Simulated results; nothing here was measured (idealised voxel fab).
Module name: voxel transistor to metal (process module)
Square cells of 5 nm make up the cross-section cut, whose width is 165 nm.
Cross-section spec: square-cell grid; bands listed top down; each band is one or more rows. Top height, bottom height, nm. Materials left to right, width each, nm. Single material + "everywhere" = fills band edge to edge. "empty" = empty. Height reference: 0 = level under which incoming wafer is all one material. Lowest band: no bottom, runs on downward, e.g. "from 0 down". So if you see something like "30->40" for the width, read it as the top row of the band sitting at the first number and the bottom row at the second, with every row in between moving by the same amount as the last. "remained unchanged" for a step: no cell of the cross-section changed in that step. Empty spaces counting at least 8 cells and having no open way to the top are listed in "Enclosed voids". The notation width x height at distance is used for each, the distance being from the left edge and all three values in nm. Post-settings text on a step line: simulator's own remark regarding the step. You can add "overlay nm" to a step's line. For a step with a mask, it describes how far the mask lay to the right of its planned position, and a negative number describes a lay to the left.
The following list gives the planned process steps
1: RECEIVE | material Si
2: CONFORMAL_DEP | material SiO2 | thk nm 5
3: CONFORMAL_DEP | material SiN | thk nm 10
4: MASKED_ETCH | tone cover | mask id ACTIVE | width nm 110 | etch materials SiN | depth nm 10 | overlay nm 0
5: MASKED_ETCH | tone cover | mask id ACTIVE | width nm 110 | etch materials SiO2 | depth nm 5 | overlay nm 0
6: MASKED_ETCH | tone cover | mask id ACTIVE | width nm 110 | etch materials Si | depth nm 35 | overlay nm 0
7: FILL_DEP | material SiO2 | thk nm 15
8: CMP | height nm 15
9: SELECTIVE_ETCH | etch materials SiO2 | depth nm 10
10: STRIP | etch materials SiN
11: SELECTIVE_ETCH | etch materials SiO2 | depth nm 5
12: OXIDIZE | depth nm 5
13: DIRECTIONAL_DEP | material polySi | thk nm 25
14: DIRECTIONAL_DEP | material SiCN | thk nm 10
15: DIRECTIONAL_DEP | material aC | thk nm 15
16: PATTERN | tone cover | mask id GATE | material resist | width nm 20 | thk nm 30 | overlay nm 0
17: DIRECTIONAL_ETCH | etch materials aC | depth nm 15
18: STRIP | etch materials resist
19: DIRECTIONAL_ETCH | etch materials SiCN | depth nm 20
20: DIRECTIONAL_ETCH | etch materials polySi | depth nm 35
21: STRIP | etch materials aC
22: CONFORMAL_DEP | material SiO2 | thk nm 5
23: DIRECTIONAL_ETCH | etch materials SiO2 | depth nm 5
24: CONFORMAL_DEP | material SiN | thk nm 5
25: DIRECTIONAL_ETCH | etch materials SiN | depth nm 5
26: DIRECTIONAL_ETCH | etch materials SiO2 | depth nm 5
27: DIRECTIONAL_ETCH | etch materials Si | depth nm 10
28: EPI | material nSi | thk nm 15
29: FILL_DEP | material SiO2 | thk nm 5
30: CMP | height nm 35
31: DIRECTIONAL_DEP | material SiO2 | thk nm 10
32: PATTERN | tone open | mask id CONTACT | material resist | width nm 35 | pitch nm 65 | thk nm 20 | overlay nm 0
33: DIRECTIONAL_ETCH | etch materials SiO2 | depth nm 45
34: STRIP | etch materials resist
35: CONFORMAL_DEP | material TiN | thk nm 5
36: FILL_DEP | material Ru | thk nm 10
37: CMP | height nm 45
38: CONFORMAL_DEP | material SiN | thk nm 5
39: DIRECTIONAL_DEP | material lowk | thk nm 20
40: PATTERN | tone open | mask id METAL_1 | material resist | width nm 20 | pitch nm 80 | thk nm 15 | overlay nm 0
41: DIRECTIONAL_ETCH | etch materials lowk | depth nm 20
42: DIRECTIONAL_ETCH | etch materials SiN | depth nm 5
43: STRIP | etch materials resist
44: CONFORMAL_DEP | material TiN | thk nm 5
45: FILL_DEP | material W | thk nm 5
46: CMP | height nm 70
47: CONFORMAL_DEP | material SiCN | thk nm 5
Cross-section of the incoming wafer, state after step 1
	from 0 down = Si everywhere
	Enclosed voids: none
Cross-section, end of module. Start: as above. Plan: as above. Execution: one mistake
	from 75 to 70 = SiCN everywhere
	from 70 to 50 = lowk: 30 | TiN: 5 | W: 10 | TiN: 5 | lowk: 60 | TiN: 5 | W: 10 | TiN: 5 | lowk: 35
	from 50 to 45 = SiN: 30 | TiN: 20 | SiN: 60 | TiN: 20 | SiN: 35
	from 45 to 35 = SiO2: 30 | TiN: 5 | Ru: 25->20 | TiN: 5->10 | SiO2: 30 | TiN: 5->10 | Ru: 25->20 | TiN: 5 | SiO2: 35
	from 35 to 30 = SiO2: 30 | TiN: 5 | Ru: 20 | TiN: 5 | SiN: 5 | SiO2: 5 | SiCN: 20 | SiO2: 5 | SiN: 5 | TiN: 5 | Ru: 20 | TiN: 5 | SiO2: 35
	from 30 to 20 = SiO2: 30 | TiN: 5 | Ru: 20 | TiN: 5 | SiN: 5 | SiO2: 5 | polySi: 20 | SiO2: 5 | SiN: 5 | TiN: 5 | Ru: 20 | TiN: 5 | SiO2: 35
	from 20 to 15 = SiO2: 30 | TiN: 5 | Ru: 5 | TiN: 20 | SiN: 5 | SiO2: 5 | polySi: 20 | SiO2: 5 | SiN: 5 | TiN: 20 | Ru: 5 | TiN: 5 | SiO2: 35
	from 15 to 10 = SiO2: 30 | TiN: 15 | nSi: 15 | SiN: 5 | SiO2: 5 | polySi: 20 | SiO2: 5 | SiN: 5 | nSi: 15 | TiN: 15 | SiO2: 35
	from 10 to 5 = SiO2: 25 | nSi: 35 | SiN: 5 | SiO2: 5 | polySi: 20 | SiO2: 5 | SiN: 5 | nSi: 35 | SiO2: 30
	from 5 to 0 = SiO2: 20 | SiN: 5 | nSi: 35 | SiO2: 40 | nSi: 35 | SiN: 5 | SiO2: 25
	from 0 to -5 = SiO2: 35 | nSi: 25 | Si: 40 | nSi: 25 | SiO2: 40
	from -5 to -10 = SiO2: 25 | Si: 10 | nSi: 25 | Si: 40 | nSi: 25 | Si: 10 | SiO2: 30
	from -10 to -35 = SiO2: 25 | Si: 110 | SiO2: 30
	from -35 down = Si everywhere
	Enclosed voids: none
Nonconformance to the process plan: swap of plan steps 10 and 11 during execution
